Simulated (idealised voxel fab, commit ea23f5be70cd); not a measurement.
Process module in this document: voxel transistor to metal
Cross-sectional view cut (width: 185 nm; square cell size: 5 nm).
Square cells in a grid make up a cross-section in this document, and the grid is given as bands, listed from the top down, each one or more rows of cells.
Per band: top height and bottom height in nm, followed by the left-to-right materials and their widths in nm; "throughout" marks a single material spanning edge to edge, "empty" marks empty space.
Height 0 is the level under which the wafer as received is all one material. The lowest band goes on downwards, as in "0..down".
A width such as "30..40" changes by the same amount from each row of cells to the next, from the band's top row to its bottom row.
Basically "remained the same" means that step didn't change any cell in the cross-section.
"Sealed internal cavities": empty spaces of 8 cells or more with no open way to the top, each given as width x height at distance, distance from the left edge, all in nm.
Past the settings on a step's line: simulator remark, on that step.
overlay nm: mask right of planned place by this much (step with mask). Neg. = left.
### Intended process steps
step 1: RECEIVE with material Si
step 2: CONFORMAL_DEP with material SiO2, thk nm 5
step 3: CONFORMAL_DEP with material SiN, thk nm 10
step 4: MASKED_ETCH with tone cover, mask id ACTIVE, width nm 110, etch materials SiN, depth nm 10, overlay nm 0
step 5: MASKED_ETCH with tone cover, mask id ACTIVE, width nm 110, etch materials SiO2, depth nm 5, overlay nm 0
step 6: MASKED_ETCH with tone cover, mask id ACTIVE, width nm 110, etch materials Si, depth nm 35, overlay nm 0
step 7: OXIDIZE with depth nm 5
step 8: FILL_DEP with material SiO2, thk nm 10
step 9: CMP with height nm 15
step 10: SELECTIVE_ETCH with etch materials SiO2, depth nm 10
step 11: STRIP with etch materials SiN
step 12: SELECTIVE_ETCH with etch materials SiO2, depth nm 5
step 13: OXIDIZE with depth nm 5
step 14: DIRECTIONAL_DEP with material polySi, thk nm 30
step 15: DIRECTIONAL_DEP with material SiCN, thk nm 10
step 16: MASKED_ETCH with tone cover, mask id GATE, width nm 30, etch materials SiCN, depth nm 20, overlay nm 0
step 17: MASKED_ETCH with tone cover, mask id GATE, width nm 30, etch materials polySi, depth nm 40, overlay nm 0
step 18: CONFORMAL_DEP with material SiN, thk nm 10
step 19: DIRECTIONAL_ETCH with etch materials SiN, depth nm 10
step 20: DIRECTIONAL_ETCH with etch materials SiO2, depth nm 5
step 21: DIRECTIONAL_ETCH with etch materials Si, depth nm 10
step 22: EPI with material pSi, thk nm 10
step 23: FILL_DEP with material SiO2, thk nm 5
step 24: CMP with height nm 30
step 25: STRIP with etch materials polySi
step 26: SELECTIVE_ETCH with etch materials SiO2, depth nm 5
step 27: CONFORMAL_DEP with material HfO2, thk nm 5
step 28: CONFORMAL_DEP with material TiN, thk nm 5
step 29: FILL_DEP with material W, thk nm 5
step 30: CMP with height nm 25
step 31: DIRECTIONAL_DEP with material SiO2, thk nm 10
step 32: MASKED_ETCH with tone open, mask id CONTACT, width nm 15, pitch nm 80, etch materials SiO2, depth nm 40, overlay nm 0
step 33: CONFORMAL_DEP with material TiN, thk nm 5
step 34: FILL_DEP with material Ru, thk nm 5
step 35: CMP with height nm 35
step 36: DIRECTIONAL_DEP with material TiN, thk nm 5
step 37: DIRECTIONAL_DEP with material Ru, thk nm 15
step 38: PATTERN with tone cover, mask id METAL_1, material resist, width nm 20, pitch nm 80, thk nm 15, overlay nm 0
step 39: DIRECTIONAL_ETCH with etch materials Ru, depth nm 15
step 40: DIRECTIONAL_ETCH with etch materials TiN, depth nm 5
step 41: STRIP with etch materials resist
step 42: CONFORMAL_DEP with material SiCN, thk nm 5
step 43: FILL_DEP with material lowk, thk nm 10
step 44: CMP with height nm 55
step 45: CONFORMAL_DEP with material SiCN, thk nm 5
step 46: DIRECTIONAL_DEP with material SiO2, thk nm 25
step 47: DIRECTIONAL_DEP with material aC, thk nm 15
step 48: PATTERN with tone open, mask id METAL_2_HOLES, material resist, width nm 15, pitch nm 80, thk nm 30, overlay nm 0
step 49: DIRECTIONAL_ETCH with etch materials aC, depth nm 15
step 50: STRIP with etch materials resist
step 51: DIRECTIONAL_ETCH with etch materials SiO2, depth nm 25
step 52: STRIP with etch materials aC
step 53: DIRECTIONAL_DEP with material aC, thk nm 10
step 54: PATTERN with tone open, mask id METAL_2, material resist, width nm 20, pitch nm 80, thk nm 30, overlay nm 0
step 55: DIRECTIONAL_ETCH with etch materials aC, depth nm 10
step 56: STRIP with etch materials resist
step 57: DIRECTIONAL_ETCH with etch materials SiO2, depth nm 15
step 58: DIRECTIONAL_ETCH with etch materials SiCN, depth nm 5
step 59: STRIP with etch materials aC
step 60: CONFORMAL_DEP with material TiN, thk nm 5
step 61: FILL_DEP with material Cu, thk nm 5
step 62: CMP with height nm 85
step 63: CONFORMAL_DEP with material SiN, thk nm 5
Variable across wafers: step 32 width nm (plan value is that of the first wafer; starting state common to all).
### Cross-section of the first incoming wafer of several, state after step 1
- 0..down | Si throughout
- Sealed internal cavities: none
### Where each wafer stands at the end of the module, a row apiece: cells of each material gained (+) or lost (-) since it was received, then closed voids
width nm 15; +14 Cu; +18 HfO2; +36 Ru; -176 Si; +72 SiCN; +57 SiN; +452 SiO2; +82 TiN; +8 W; +75 lowk; +28 pSi; Sealed internal cavities: none
width nm 20; +14 Cu; +18 HfO2; +48 Ru; -176 Si; +72 SiCN; +57 SiN; +438 SiO2; +84 TiN; +8 W; +75 lowk; +28 pSi; Sealed internal cavities: none
width nm 25; +14 Cu; +18 HfO2; +60 Ru; -176 Si; +72 SiCN; +57 SiN; +424 SiO2; +86 TiN; +8 W; +75 lowk; +28 pSi; Sealed internal cavities: none
width nm 30; +14 Cu; +18 HfO2; +72 Ru; -176 Si; +72 SiCN; +57 SiN; +410 SiO2; +88 TiN; +8 W; +75 lowk; +28 pSi; Sealed internal cavities: none
width nm 35; +14 Cu; +18 HfO2; +80 Ru; -176 Si; +72 SiCN; +57 SiN; +400 SiO2; +90 TiN; +8 W; +75 lowk; +28 pSi; Sealed internal cavities: none
